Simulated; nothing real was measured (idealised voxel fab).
The process module that follows is named voxel gate over fins.
For reference, the cross-section in this document is cut, with width 245 nm and square cells of 5 nm.
Cross-section format: a grid of square cells, given as bands from top to bottom; each band is one or more rows of cells. This entry defines a band. It first specifies the height of the band's top and the height of its bottom in nm, and then specifies the band's materials from left to right, stating each material with its width in nm. The word "edge to edge" identifies a single material that fills the band from edge to edge, while the word "air" identifies empty space. A quick word on heights: they are counted from 0, and under that level the wafer as it came to us is one material throughout. The lowest band is different from the rest in having no bottom; it simply continues downward, written as in "0 nm and below". Graded width ("30->40"): value in top row of band = first number; value in bottom row = second number; row-to-row change constant. Where a step carries "no modifications", the cross-section came out of it unchanged, cell for cell. The label "Enclosed cavity list" introduces a list of the empty spaces, 8 cells or larger, that have no open way up to the top; each entry in it reads width x height at distance, where the distance is taken from the left edge and all three are stated in nm. On each step's line, the part that comes after the settings is the simulator's own comment on the step. Each step line may optionally specify "overlay nm", which for a step with a mask gives the rightward distance between the mask's planned place and where it lay, a negative value indicating the leftward direction.

[Planned process steps]
- 1: RECEIVE: material Si
- 2: CONFORMAL_DEP: material SiN, thk nm 10
- 3: PATTERN: tone cover, mask id FINS, material resist, width nm 15, pitch nm 50, thk nm 15, overlay nm 0
- 4: DIRECTIONAL_ETCH: etch materials SiN, depth nm 10
- 5: DIRECTIONAL_ETCH: etch materials Si, depth nm 40
- 6: STRIP: etch materials resist
- 7: FILL_DEP: material SiO2, thk nm 10
- 8: CMP: height nm 10
- 9: PATTERN: tone open, mask id RAIL, material resist, width nm 15, thk nm 15, overlay nm 0
- 10: DIRECTIONAL_ETCH: etch materials SiO2, depth nm 45
- 11: STRIP: etch materials resist
- 12: CONFORMAL_DEP: material TiN, thk nm 5
- 13: FILL_DEP: material W, thk nm 10
- 14: CMP: height nm 10
- 15: SELECTIVE_ETCH: etch materials W Ru TiN, depth nm 30
- 16: FILL_DEP: material SiO2, thk nm 5
- 17: CMP: height nm 10
- 18: SELECTIVE_ETCH: etch materials SiO2, depth nm 20
- 19: STRIP: etch materials SiN
- 20: CONFORMAL_DEP: material HfO2, thk nm 5
- 21: CONFORMAL_DEP: material TiN, thk nm 5
- 22: CONFORMAL_DEP: material TiAl, thk nm 5
- 23: CONFORMAL_DEP: material TiN, thk nm 5
- 24: FILL_DEP: material W, thk nm 10
- 25: CMP: height nm 25
- 26: CONFORMAL_DEP: material SiN, thk nm 10

[Wafer as received: cross-section following step 1]
- 0 nm and below = Si edge to edge
- Enclosed cavity list: none

[This is how the wafer looks in cross-section once the module is done, given the starting state and plan above and one mistake in carrying the plan out]
- 35 nm to 25 nm = SiN edge to edge
- 25 nm to 20 nm = W edge to edge
- 20 nm to 15 nm = 45 W; 155 TiN; 45 W
- 15 nm to 10 nm = 45 W; 5 TiN; 45 TiAl; 5 TiN; 45 TiAl; 5 TiN; 45 TiAl; 5 TiN; 45 W
- 10 nm to 5 nm = 50 TiN; 5 TiAl; 35 TiN; 15 TiAl; 35 TiN; 5 TiAl; 5 TiN; 5 TiAl; 35 TiN; 5 TiAl; 50 TiN
- 5 nm to 0 nm = 55 TiAl; 5 TiN; 25 HfO2; 25 TiN; 25 HfO2; 5 TiN; 15 TiAl; 5 TiN; 25 HfO2; 5 TiN; 55 TiAl
- 0 nm to -5 nm = 60 TiN; 5 HfO2; 15 Si; 35 HfO2; 15 Si; 5 HfO2; 25 TiN; 5 HfO2; 15 Si; 5 HfO2; 60 TiN
- -5 nm to -10 nm = 65 HfO2; 15 Si; 10 HfO2; 5 TiN; 5 W; 5 TiN; 10 HfO2; 15 Si; 35 HfO2; 15 Si; 65 HfO2
- -10 nm to -30 nm = 65 SiO2; 15 Si; 10 SiO2; 5 TiN; 5 W; 5 TiN; 10 SiO2; 15 Si; 35 SiO2; 15 Si; 65 SiO2
- -30 nm to -35 nm = 65 SiO2; 15 Si; 10 SiO2; 15 TiN; 10 SiO2; 15 Si; 35 SiO2; 15 Si; 65 SiO2
- -35 nm to -40 nm = 65 SiO2; 15 Si; 35 SiO2; 15 Si; 35 SiO2; 15 Si; 65 SiO2
- -40 nm and below = Si edge to edge
- Enclosed cavity list: none
Diagnosis: not run: step 14 of the plan (skipped)
